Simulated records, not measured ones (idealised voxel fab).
Proc. module: voxel transistor to metal
In the cross-section labelled cut, the width is 165 nm and each square cell is 5 nm.
Each cross-section below is a grid of square cells, stated as bands in top-down order, with one or more rows of cells making up each band. It is stipulated that each band's entry specify, in nanometres, the height of the top of the band and then that of its bottom, followed by the materials of the band in left-to-right sequence, each together with its width in nanometres. A single material marked by the word "all across" is understood to fill the band from edge to edge; the word "air" is understood to denote empty space. Heights are reckoned from 0. Under this level, the received wafer is all of one material. The bottommost band is open-ended downward, for example "0..down". Per-row width for "30..40": begins at first number (top row of band), ends at second number (bottom row), increment between rows held constant. Where a step carries "nothing got changed", the cross-section came out of it unchanged, cell for cell. "Cavities, closed" lists enclosed empty spaces (at least 8 cells, no open path upward to the top), each as width x height at distance from the left edge, in nm. Read whatever lies past the settings on a step's line as the simulator's own remark about the step. overlay nm: where the mask lay relative to plan, measured to the right, on steps with a mask; negatives go left.

### Steps planned for the process
1 RECEIVE, material Si
2 OXIDIZE, depth nm 5
3 CONFORMAL_DEP, material SiN, thk nm 15
4 DIRECTIONAL_DEP, material aC, thk nm 10
5 PATTERN, tone cover, mask id ACTIVE, material resist, width nm 115, thk nm 30, overlay nm 0
6 DIRECTIONAL_ETCH, etch materials aC, depth nm 10
7 STRIP, etch materials resist
8 DIRECTIONAL_ETCH, etch materials SiN, depth nm 15
9 DIRECTIONAL_ETCH, etch materials SiO2, depth nm 5
10 DIRECTIONAL_ETCH, etch materials Si, depth nm 20
11 STRIP, etch materials aC
12 OXIDIZE, depth nm 5
13 FILL_DEP, material SiO2, thk nm 15
14 CMP, height nm 15
15 SELECTIVE_ETCH, etch materials SiO2, depth nm 10
16 STRIP, etch materials SiN
17 SELECTIVE_ETCH, etch materials SiO2, depth nm 5
18 OXIDIZE, depth nm 5
19 DIRECTIONAL_DEP, material polySi, thk nm 20
20 DIRECTIONAL_DEP, material SiCN, thk nm 15
21 MASKED_ETCH, tone cover, mask id GATE, width nm 25, etch materials SiCN, depth nm 25, overlay nm 0
22 MASKED_ETCH, tone cover, mask id GATE, width nm 25, etch materials polySi, depth nm 30, overlay nm 0
23 CONFORMAL_DEP, material SiO2, thk nm 5
24 DIRECTIONAL_ETCH, etch materials SiO2, depth nm 5
25 CONFORMAL_DEP, material SiN, thk nm 5
26 DIRECTIONAL_ETCH, etch materials SiN, depth nm 5
27 DIRECTIONAL_ETCH, etch materials SiO2, depth nm 5
28 DIRECTIONAL_ETCH, etch materials Si, depth nm 5
29 EPI, material SiGe, thk nm 10
30 FILL_DEP, material SiO2, thk nm 5
31 CMP, height nm 15
32 STRIP, etch materials polySi
33 SELECTIVE_ETCH, etch materials SiO2, depth nm 5
34 CONFORMAL_DEP, material HfO2, thk nm 5
35 CONFORMAL_DEP, material TiN, thk nm 5
36 FILL_DEP, material W, thk nm 5
37 CMP, height nm 10
38 DIRECTIONAL_DEP, material SiO2, thk nm 15
39 PATTERN, tone open, mask id CONTACT, material resist, width nm 15, pitch nm 80, thk nm 15, overlay nm 0
40 DIRECTIONAL_ETCH, etch materials SiO2, depth nm 30
41 STRIP, etch materials resist
42 CONFORMAL_DEP, material TiN, thk nm 5
43 FILL_DEP, material Ru, thk nm 5
44 CMP, height nm 25
45 DIRECTIONAL_DEP, material TiN, thk nm 5
46 DIRECTIONAL_DEP, material Ru, thk nm 15
47 MASKED_ETCH, tone cover, mask id METAL_1, width nm 15, pitch nm 80, etch materials Ru, depth nm 15, overlay nm 0
48 MASKED_ETCH, tone cover, mask id METAL_1, width nm 15, pitch nm 80, etch materials TiN, depth nm 5, overlay nm 0
49 CONFORMAL_DEP, material SiN, thk nm 5
50 FILL_DEP, material SiO2, thk nm 5
51 CMP, height nm 45
52 CONFORMAL_DEP, material SiCN, thk nm 5
53 DIRECTIONAL_DEP, material SiO2, thk nm 35
54 PATTERN, tone open, mask id METAL_2, material resist, width nm 15, pitch nm 80, thk nm 20, overlay nm 0
55 DIRECTIONAL_ETCH, etch materials SiO2, depth nm 20
56 STRIP, etch materials resist
57 PATTERN, tone open, mask id METAL_2_HOLES, material resist, width nm 15, pitch nm 80, thk nm 15, overlay nm 0
58 DIRECTIONAL_ETCH, etch materials SiO2, depth nm 15
59 DIRECTIONAL_ETCH, etch materials SiCN, depth nm 5
60 STRIP, etch materials resist
61 CONFORMAL_DEP, material TiN, thk nm 5
62 FILL_DEP, material Cu, thk nm 5
63 CMP, height nm 85
64 CONFORMAL_DEP, material SiCN, thk nm 5

### Concerning the first of two wafers, which was run in accordance with the plan

### Cross-section of the incoming wafer, state after step 1
> 0..down: Si all across
> Cavities, closed: none

### After step 2, in cross-section
> 0..-5: SiO2 all across
> Rest of section, below -5: as before.

### After step 3, in cross-section
> 15..0: SiN all across
> Rest of section, below 0: as before.

### After step 4, in cross-section
> 25..15: aC all across
> Rest of section, below 15: as before.

### After step 5, in cross-section
> 55..25: air: 25 | resist: 115 | air: 25
> Rest of section, below 25: as before.

### After step 6, in cross-section
> 45..25: air: 25 | resist: 115 | air: 25
> 25..15: air: 25 | aC: 115 | air: 25
> Rest of section, below 15: as before.

### After step 7, in cross-section
> 25..15: air: 25 | aC: 115 | air: 25
> Rest of section, below 15: as before.

### After step 8, in cross-section
> 25..15: air: 25 | aC: 115 | air: 25
> 15..0: air: 25 | SiN: 115 | air: 25
> Rest of section, below 0: as before.

### After step 9, in cross-section
> 25..15: air: 25 | aC: 115 | air: 25
> 15..0: air: 25 | SiN: 115 | air: 25
> 0..-5: air: 25 | SiO2: 115 | air: 25
> Rest of section, below -5: as before.

### After step 10, in cross-section
> 25..15: air: 25 | aC: 115 | air: 25
> 15..0: air: 25 | SiN: 115 | air: 25
> 0..-5: air: 25 | SiO2: 115 | air: 25
> -5..-25: air: 25 | Si: 115 | air: 25
> Rest of section, below -25: as before.

### After step 11, in cross-section
> 15..0: air: 25 | SiN: 115 | air: 25
> Rest of section, below 0: as before.

### After step 12, in cross-section
> 15..0: air: 25 | SiN: 115 | air: 25
> 0..-5: air: 25 | SiO2: 115 | air: 25
> -5..-25: air: 25 | SiO2: 5 | Si: 105 | SiO2: 5 | air: 25
> -25..-30: SiO2: 30 | Si: 105 | SiO2: 30
> Rest of section, below -30: as before.

### After step 13, in cross-section
> 30..15: SiO2 all across
> 15..0: SiO2: 25 | SiN: 115 | SiO2: 25
> 0..-5: SiO2 all across
> -5..-30: SiO2: 30 | Si: 105 | SiO2: 30
> Rest of section, below -30: as before.

### After step 14, in cross-section
> 15..0: SiO2: 25 | SiN: 115 | SiO2: 25
> Rest of section, below 0: as before.

### After step 15, in cross-section
> 15..5: air: 25 | SiN: 115 | air: 25
> Rest of section, below 5: as before.

### After step 16, in cross-section
> 5..0: SiO2: 25 | air: 115 | SiO2: 25
> Rest of section, below 0: as before.

### After step 17, in cross-section
> 0..-5: SiO2: 20 | air: 125 | SiO2: 20
> Rest of section, below -5: as before.

### After step 18, in cross-section
> 0..-5: SiO2: 20 | air: 125 | SiO2: 20
> -5..-10: SiO2 all across
> Rest of section, below -10: as before.

### After step 19, in cross-section
> 20..15: polySi: 20 | air: 125 | polySi: 20
> 15..0: polySi all across
> 0..-5: SiO2: 20 | polySi: 125 | SiO2: 20
> Rest of section, below -5: as before.

### After step 20, in cross-section
> 35..30: SiCN: 20 | air: 125 | SiCN: 20
> 30..20: SiCN all across
> 20..15: polySi: 20 | SiCN: 125 | polySi: 20
> Rest of section, below 15: as before.

### After step 21, in cross-section
> 30..20: air: 70 | SiCN: 25 | air: 70
> 20..15: polySi: 20 | air: 50 | SiCN: 25 | air: 50 | polySi: 20
> Rest of section, below 15: as before.

### After step 22, in cross-section
> 30..15: air: 70 | SiCN: 25 | air: 70
> 15..0: air: 70 | polySi: 25 | air: 70
> 0..-5: SiO2: 20 | air: 50 | polySi: 25 | air: 50 | SiO2: 20
> Rest of section, below -5: as before.

### After step 23, in cross-section
> 35..30: air: 65 | SiO2: 35 | air: 65
> 30..15: air: 65 | SiO2: 5 | SiCN: 25 | SiO2: 5 | air: 65
> 15..5: air: 65 | SiO2: 5 | polySi: 25 | SiO2: 5 | air: 65
> 5..0: SiO2: 25 | air: 40 | SiO2: 5 | polySi: 25 | SiO2: 5 | air: 40 | SiO2: 25
> 0..-5: SiO2: 70 | polySi: 25 | SiO2: 70
> Rest of section, below -5: as before.

### After step 24, in cross-section
> 30..15: air: 65 | SiO2: 5 | SiCN: 25 | SiO2: 5 | air: 65
> 15..0: air: 65 | SiO2: 5 | polySi: 25 | SiO2: 5 | air: 65
> 0..-5: SiO2: 25 | air: 40 | SiO2: 5 | polySi: 25 | SiO2: 5 | air: 40 | SiO2: 25
> Rest of section, below -5: as before.

### After step 25, in cross-section
> 35..30: air: 60 | SiN: 45 | air: 60
> 30..15: air: 60 | SiN: 5 | SiO2: 5 | SiCN: 25 | SiO2: 5 | SiN: 5 | air: 60
> 15..5: air: 60 | SiN: 5 | SiO2: 5 | polySi: 25 | SiO2: 5 | SiN: 5 | air: 60
> 5..0: SiN: 30 | air: 30 | SiN: 5 | SiO2: 5 | polySi: 25 | SiO2: 5 | SiN: 5 | air: 30 | SiN: 30
> 0..-5: SiO2: 25 | SiN: 40 | SiO2: 5 | polySi: 25 | SiO2: 5 | SiN: 40 | SiO2: 25
> Rest of section, below -5: as before.

### After step 26, in cross-section
> 30..15: air: 60 | SiN: 5 | SiO2: 5 | SiCN: 25 | SiO2: 5 | SiN: 5 | air: 60
> 15..0: air: 60 | SiN: 5 | SiO2: 5 | polySi: 25 | SiO2: 5 | SiN: 5 | air: 60
> 0..-5: SiO2: 25 | SiN: 5 | air: 30 | SiN: 5 | SiO2: 5 | polySi: 25 | SiO2: 5 | SiN: 5 | air: 30 | SiN: 5 | SiO2: 25
> Rest of section, below -5: as before.

### After step 27, in cross-section
> 30..25: air: 60 | SiN: 5 | air: 5 | SiCN: 25 | air: 5 | SiN: 5 | air: 60
> 25..15: air: 60 | SiN: 5 | SiO2: 5 | SiCN: 25 | SiO2: 5 | SiN: 5 | air: 60
> 15..0: air: 60 | SiN: 5 | SiO2: 5 | polySi: 25 | SiO2: 5 | SiN: 5 | air: 60
> 0..-5: air: 25 | SiN: 5 | air: 30 | SiN: 5 | SiO2: 5 | polySi: 25 | SiO2: 5 | SiN: 5 | air: 30 | SiN: 5 | air: 25
> -5..-10: SiO2: 30 | air: 30 | SiO2: 45 | air: 30 | SiO2: 30
> Rest of section, below -10: as before.

### After step 28, in cross-section
> 30..25: air: 60 | SiN: 5 | air: 5 | SiCN: 25 | air: 5 | SiN: 5 | air: 60
> 25..15: air: 60 | SiN: 5 | SiO2: 5 | SiCN: 25 | SiO2: 5 | SiN: 5 | air: 60
> 15..0: air: 60 | SiN: 5 | SiO2: 5 | polySi: 25 | SiO2: 5 | SiN: 5 | air: 60
> 0..-5: air: 25 | SiN: 5 | air: 30 | SiN: 5 | SiO2: 5 | polySi: 25 | SiO2: 5 | SiN: 5 | air: 30 | SiN: 5 | air: 25
> -5..-10: SiO2: 30 | air: 30 | SiO2: 45 | air: 30 | SiO2: 30
> -10..-15: SiO2: 30 | air: 30 | Si: 45 | air: 30 | SiO2: 30
> Rest of section, below -15: as before.

### After step 29, in cross-section
> 30..25: air: 60 | SiN: 5 | air: 5 | SiCN: 25 | air: 5 | SiN: 5 | air: 60
> 25..15: air: 60 | SiN: 5 | SiO2: 5 | SiCN: 25 | SiO2: 5 | SiN: 5 | air: 60
> 15..0: air: 60 | SiN: 5 | SiO2: 5 | polySi: 25 | SiO2: 5 | SiN: 5 | air: 60
> 0..-5: air: 25 | SiN: 5 | air: 20 | SiGe: 10 | SiN: 5 | SiO2: 5 | polySi: 25 | SiO2: 5 | SiN: 5 | SiGe: 10 | air: 20 | SiN: 5 | air: 25
> -5..-10: SiO2: 30 | SiGe: 30 | SiO2: 45 | SiGe: 30 | SiO2: 30
> -10..-15: SiO2: 30 | SiGe: 30 | Si: 45 | SiGe: 30 | SiO2: 30
> Rest of section, below -15: as before.

### After step 30, in cross-section
> 35..30: SiO2 all across
> 30..15: SiO2: 60 | SiN: 5 | SiO2: 5 | SiCN: 25 | SiO2: 5 | SiN: 5 | SiO2: 60
> 15..0: SiO2: 60 | SiN: 5 | SiO2: 5 | polySi: 25 | SiO2: 5 | SiN: 5 | SiO2: 60
> 0..-5: SiO2: 25 | SiN: 5 | SiO2: 20 | SiGe: 10 | SiN: 5 | SiO2: 5 | polySi: 25 | SiO2: 5 | SiN: 5 | SiGe: 10 | SiO2: 20 | SiN: 5 | SiO2: 25
> Rest of section, below -5: as before.

### After step 31, in cross-section
> 15..0: SiO2: 60 | SiN: 5 | SiO2: 5 | polySi: 25 | SiO2: 5 | SiN: 5 | SiO2: 60
> Rest of section, below 0: as before.

### After step 32, in cross-section
> 15..0: SiO2: 60 | SiN: 5 | SiO2: 5 | air: 25 | SiO2: 5 | SiN: 5 | SiO2: 60
> 0..-5: SiO2: 25 | SiN: 5 | SiO2: 20 | SiGe: 10 | SiN: 5 | SiO2: 5 | air: 25 | SiO2: 5 | SiN: 5 | SiGe: 10 | SiO2: 20 | SiN: 5 | SiO2: 25
> Rest of section, below -5: as before.

### After step 33, in cross-section
> 15..10: air: 60 | SiN: 5 | air: 35 | SiN: 5 | air: 60
> 10..0: SiO2: 60 | SiN: 5 | air: 35 | SiN: 5 | SiO2: 60
> 0..-5: SiO2: 25 | SiN: 5 | SiO2: 20 | SiGe: 10 | SiN: 5 | air: 35 | SiN: 5 | SiGe: 10 | SiO2: 20 | SiN: 5 | SiO2: 25
> -5..-10: SiO2: 30 | SiGe: 30 | SiO2: 5 | air: 35 | SiO2: 5 | SiGe: 30 | SiO2: 30
> Rest of section, below -10: as before.

### After step 34, in cross-section
> 20..15: air: 55 | HfO2: 15 | air: 25 | HfO2: 15 | air: 55
> 15..10: HfO2: 60 | SiN: 5 | HfO2: 5 | air: 25 | HfO2: 5 | SiN: 5 | HfO2: 60
> 10..0: SiO2: 60 | SiN: 5 | HfO2: 5 | air: 25 | HfO2: 5 | SiN: 5 | SiO2: 60
> 0..-5: SiO2: 25 | SiN: 5 | SiO2: 20 | SiGe: 10 | SiN: 5 | HfO2: 5 | air: 25 | HfO2: 5 | SiN: 5 | SiGe: 10 | SiO2: 20 | SiN: 5 | SiO2: 25
> -5..-10: SiO2: 30 | SiGe: 30 | SiO2: 5 | HfO2: 35 | SiO2: 5 | SiGe: 30 | SiO2: 30
> Rest of section, below -10: as before.

### After step 35, in cross-section
> 25..20: air: 50 | TiN: 25 | air: 15 | TiN: 25 | air: 50
> 20..15: TiN: 55 | HfO2: 15 | TiN: 5 | air: 15 | TiN: 5 | HfO2: 15 | TiN: 55
> 15..10: HfO2: 60 | SiN: 5 | HfO2: 5 | TiN: 5 | air: 15 | TiN: 5 | HfO2: 5 | SiN: 5 | HfO2: 60
> 10..0: SiO2: 60 | SiN: 5 | HfO2: 5 | TiN: 5 | air: 15 | TiN: 5 | HfO2: 5 | SiN: 5 | SiO2: 60
> 0..-5: SiO2: 25 | SiN: 5 | SiO2: 20 | SiGe: 10 | SiN: 5 | HfO2: 5 | TiN: 25 | HfO2: 5 | SiN: 5 | SiGe: 10 | SiO2: 20 | SiN: 5 | SiO2: 25
> Rest of section, below -5: as before.

### After step 36, in cross-section
> 30..25: W all across
> 25..20: W: 50 | TiN: 25 | W: 15 | TiN: 25 | W: 50
> 20..15: TiN: 55 | HfO2: 15 | TiN: 5 | W: 15 | TiN: 5 | HfO2: 15 | TiN: 55
> 15..10: HfO2: 60 | SiN: 5 | HfO2: 5 | TiN: 5 | W: 15 | TiN: 5 | HfO2: 5 | SiN: 5 | HfO2: 60
> 10..0: SiO2: 60 | SiN: 5 | HfO2: 5 | TiN: 5 | W: 15 | TiN: 5 | HfO2: 5 | SiN: 5 | SiO2: 60
> Rest of section, below 0: as before.

### After step 37, in cross-section
> 10..0: SiO2: 60 | SiN: 5 | HfO2: 5 | TiN: 5 | W: 15 | TiN: 5 | HfO2: 5 | SiN: 5 | SiO2: 60
> Rest of section, below 0: as before.

### After step 38, in cross-section
> 25..10: SiO2 all across
> Rest of section, below 10: as before.

### After step 39, in cross-section
> 40..25: resist: 35 | air: 15 | resist: 65 | air: 15 | resist: 35
> Rest of section, below 25: as before.

### After step 40, in cross-section
> 40..25: resist: 35 | air: 15 | resist: 65 | air: 15 | resist: 35
> 25..10: SiO2: 35 | air: 15 | SiO2: 65 | air: 15 | SiO2: 35
> 10..0: SiO2: 35 | air: 15 | SiO2: 10 | SiN: 5 | HfO2: 5 | TiN: 5 | W: 15 | TiN: 5 | HfO2: 5 | SiN: 5 | SiO2: 10 | air: 15 | SiO2: 35
> 0..-5: SiO2: 25 | SiN: 5 | SiO2: 5 | air: 15 | SiGe: 10 | SiN: 5 | HfO2: 5 | TiN: 25 | HfO2: 5 | SiN: 5 | SiGe: 10 | air: 15 | SiO2: 5 | SiN: 5 | SiO2: 25
> Rest of section, below -5: as before.

### After step 41, in cross-section
> 25..10: SiO2: 35 | air: 15 | SiO2: 65 | air: 15 | SiO2: 35
> Rest of section, below 10: as before.

### After step 42, in cross-section
> 30..25: TiN: 40 | air: 5 | TiN: 75 | air: 5 | TiN: 40
> 25..10: SiO2: 35 | TiN: 5 | air: 5 | TiN: 5 | SiO2: 65 | TiN: 5 | air: 5 | TiN: 5 | SiO2: 35
> 10..0: SiO2: 35 | TiN: 5 | air: 5 | TiN: 5 | SiO2: 10 | SiN: 5 | HfO2: 5 | TiN: 5 | W: 15 | TiN: 5 | HfO2: 5 | SiN: 5 | SiO2: 10 | TiN: 5 | air: 5 | TiN: 5 | SiO2: 35
> 0..-5: SiO2: 25 | SiN: 5 | SiO2: 5 | TiN: 15 | SiGe: 10 | SiN: 5 | HfO2: 5 | TiN: 25 | HfO2: 5 | SiN: 5 | SiGe: 10 | TiN: 15 | SiO2: 5 | SiN: 5 | SiO2: 25
> Rest of section, below -5: as before.

### After step 43, in cross-section
> 35..30: Ru all across
> 30..25: TiN: 40 | Ru: 5 | TiN: 75 | Ru: 5 | TiN: 40
> 25..10: SiO2: 35 | TiN: 5 | Ru: 5 | TiN: 5 | SiO2: 65 | TiN: 5 | Ru: 5 | TiN: 5 | SiO2: 35
> 10..0: SiO2: 35 | TiN: 5 | Ru: 5 | TiN: 5 | SiO2: 10 | SiN: 5 | HfO2: 5 | TiN: 5 | W: 15 | TiN: 5 | HfO2: 5 | SiN: 5 | SiO2: 10 | TiN: 5 | Ru: 5 | TiN: 5 | SiO2: 35
> Rest of section, below 0: as before.

### After step 44, in cross-section
> 25..10: SiO2: 35 | TiN: 5 | Ru: 5 | TiN: 5 | SiO2: 65 | TiN: 5 | Ru: 5 | TiN: 5 | SiO2: 35
> Rest of section, below 10: as before.

### After step 45, in cross-section
> 30..25: TiN all across
> Rest of section, below 25: as before.

### After step 46, in cross-section
> 45..30: Ru all across
> Rest of section, below 30: as before.

### After step 47, in cross-section
> 45..30: air: 35 | Ru: 15 | air: 65 | Ru: 15 | air: 35
> Rest of section, below 30: as before.

### After step 48, in cross-section
> 45..30: air: 35 | Ru: 15 | air: 65 | Ru: 15 | air: 35
> 30..25: air: 35 | TiN: 15 | air: 65 | TiN: 15 | air: 35
> Rest of section, below 25: as before.

### After step 49, in cross-section
> 50..45: air: 30 | SiN: 25 | air: 55 | SiN: 25 | air: 30
> 45..30: air: 30 | SiN: 5 | Ru: 15 | SiN: 5 | air: 55 | SiN: 5 | Ru: 15 | SiN: 5 | air: 30
> 30..25: SiN: 35 | TiN: 15 | SiN: 65 | TiN: 15 | SiN: 35
> Rest of section, below 25: as before.

### After step 50, in cross-section
> 55..50: SiO2 all across
> 50..45: SiO2: 30 | SiN: 25 | SiO2: 55 | SiN: 25 | SiO2: 30
> 45..30: SiO2: 30 | SiN: 5 | Ru: 15 | SiN: 5 | SiO2: 55 | SiN: 5 | Ru: 15 | SiN: 5 | SiO2: 30
> Rest of section, below 30: as before.

### After step 51, in cross-section
> 45..30: SiO2: 30 | SiN: 5 | Ru: 15 | SiN: 5 | SiO2: 55 | SiN: 5 | Ru: 15 | SiN: 5 | SiO2: 30
> Rest of section, below 30: as before.

### After step 52, in cross-section
> 50..45: SiCN all across
> Rest of section, below 45: as before.

### After step 53, in cross-section
> 85..50: SiO2 all across
> Rest of section, below 50: as before.

### After step 54, in cross-section
> 105..85: resist: 35 | air: 15 | resist: 65 | air: 15 | resist: 35
> Rest of section, below 85: as before.

### After step 55, in cross-section
> 105..85: resist: 35 | air: 15 | resist: 65 | air: 15 | resist: 35
> 85..65: SiO2: 35 | air: 15 | SiO2: 65 | air: 15 | SiO2: 35
> Rest of section, below 65: as before.

### After step 56, in cross-section
> 85..65: SiO2: 35 | air: 15 | SiO2: 65 | air: 15 | SiO2: 35
> Rest of section, below 65: as before.

### After step 57, in cross-section
> 100..85: resist: 35 | air: 15 | resist: 65 | air: 15 | resist: 35
> Rest of section, below 85: as before.

### After step 58, in cross-section
> 100..85: resist: 35 | air: 15 | resist: 65 | air: 15 | resist: 35
> 85..50: SiO2: 35 | air: 15 | SiO2: 65 | air: 15 | SiO2: 35
> Rest of section, below 50: as before.

### After step 59, in cross-section
> 100..85: resist: 35 | air: 15 | resist: 65 | air: 15 | resist: 35
> 85..50: SiO2: 35 | air: 15 | SiO2: 65 | air: 15 | SiO2: 35
> 50..45: SiCN: 35 | air: 15 | SiCN: 65 | air: 15 | SiCN: 35
> Rest of section, below 45: as before.

### After step 60, in cross-section
> 85..50: SiO2: 35 | air: 15 | SiO2: 65 | air: 15 | SiO2: 35
> Rest of section, below 50: as before.

### After step 61, in cross-section
> 90..85: TiN: 40 | air: 5 | TiN: 75 | air: 5 | TiN: 40
> 85..50: SiO2: 35 | TiN: 5 | air: 5 | TiN: 5 | SiO2: 65 | TiN: 5 | air: 5 | TiN: 5 | SiO2: 35
> 50..45: SiCN: 35 | TiN: 15 | SiCN: 65 | TiN: 15 | SiCN: 35
> Rest of section, below 45: as before.

### After step 62, in cross-section
> 95..90: Cu all across
> 90..85: TiN: 40 | Cu: 5 | TiN: 75 | Cu: 5 | TiN: 40
> 85..50: SiO2: 35 | TiN: 5 | Cu: 5 | TiN: 5 | SiO2: 65 | TiN: 5 | Cu: 5 | TiN: 5 | SiO2: 35
> Rest of section, below 50: as before.

### After step 63, in cross-section
> 85..50: SiO2: 35 | TiN: 5 | Cu: 5 | TiN: 5 | SiO2: 65 | TiN: 5 | Cu: 5 | TiN: 5 | SiO2: 35
> Rest of section, below 50: as before.

### After step 64, in cross-section
> 90..85: SiCN all across
> Rest of section, below 85: as before.

### Wafer two. Same start, same plan, one slip in execution. Same as wafer one through step 52, inclusive

### Second wafer, cross-section, planned end of step 53
> 120..50: SiO2 all across
> Rest of section, below 50: as before.

### Second wafer, cross-section, planned end of step 54
> 140..120: resist: 35 | air: 15 | resist: 65 | air: 15 | resist: 35
> Rest of section, below 120: as before.

### Second wafer, cross-section, planned end of step 55
> 140..120: resist: 35 | air: 15 | resist: 65 | air: 15 | resist: 35
> 120..100: SiO2: 35 | air: 15 | SiO2: 65 | air: 15 | SiO2: 35
> Rest of section, below 100: as before.

### Second wafer, cross-section, planned end of step 56
> 120..100: SiO2: 35 | air: 15 | SiO2: 65 | air: 15 | SiO2: 35
> Rest of section, below 100: as before.

### Second wafer, cross-section, planned end of step 57
> 135..120: resist: 35 | air: 15 | resist: 65 | air: 15 | resist: 35
> Rest of section, below 120: as before.

### Second wafer, cross-section, planned end of step 58
> 135..120: resist: 35 | air: 15 | resist: 65 | air: 15 | resist: 35
> 120..85: SiO2: 35 | air: 15 | SiO2: 65 | air: 15 | SiO2: 35
> Rest of section, below 85: as before.

Second wafer, cross-section, planned end of step 59: nothing got changed

### Second wafer, cross-section, planned end of step 60
> 120..85: SiO2: 35 | air: 15 | SiO2: 65 | air: 15 | SiO2: 35
> Rest of section, below 85: as before.

### Second wafer, cross-section, planned end of step 61
> 125..120: TiN: 40 | air: 5 | TiN: 75 | air: 5 | TiN: 40
> 120..90: SiO2: 35 | TiN: 5 | air: 5 | TiN: 5 | SiO2: 65 | TiN: 5 | air: 5 | TiN: 5 | SiO2: 35
> 90..85: SiO2: 35 | TiN: 15 | SiO2: 65 | TiN: 15 | SiO2: 35
> Rest of section, below 85: as before.

### Second wafer, cross-section, planned end of step 62
> 130..125: Cu all across
> 125..120: TiN: 40 | Cu: 5 | TiN: 75 | Cu: 5 | TiN: 40
> 120..90: SiO2: 35 | TiN: 5 | Cu: 5 | TiN: 5 | SiO2: 65 | TiN: 5 | Cu: 5 | TiN: 5 | SiO2: 35
> Rest of section, below 90: as before.

### Second wafer, cross-section, planned end of step 63
> 85..50: SiO2 all across
> Rest of section, below 50: as before.

### Second wafer, cross-section, planned end of step 64
> 90..85: SiCN all across
> Rest of section, below 85: as before.
what went wrong: in the plan, step 53 was performed twice
FYI, end of process, the second wafer has more or fewer cells of some materials than the first: Cu -14, SiCN +6, SiO2 +42, TiN -34
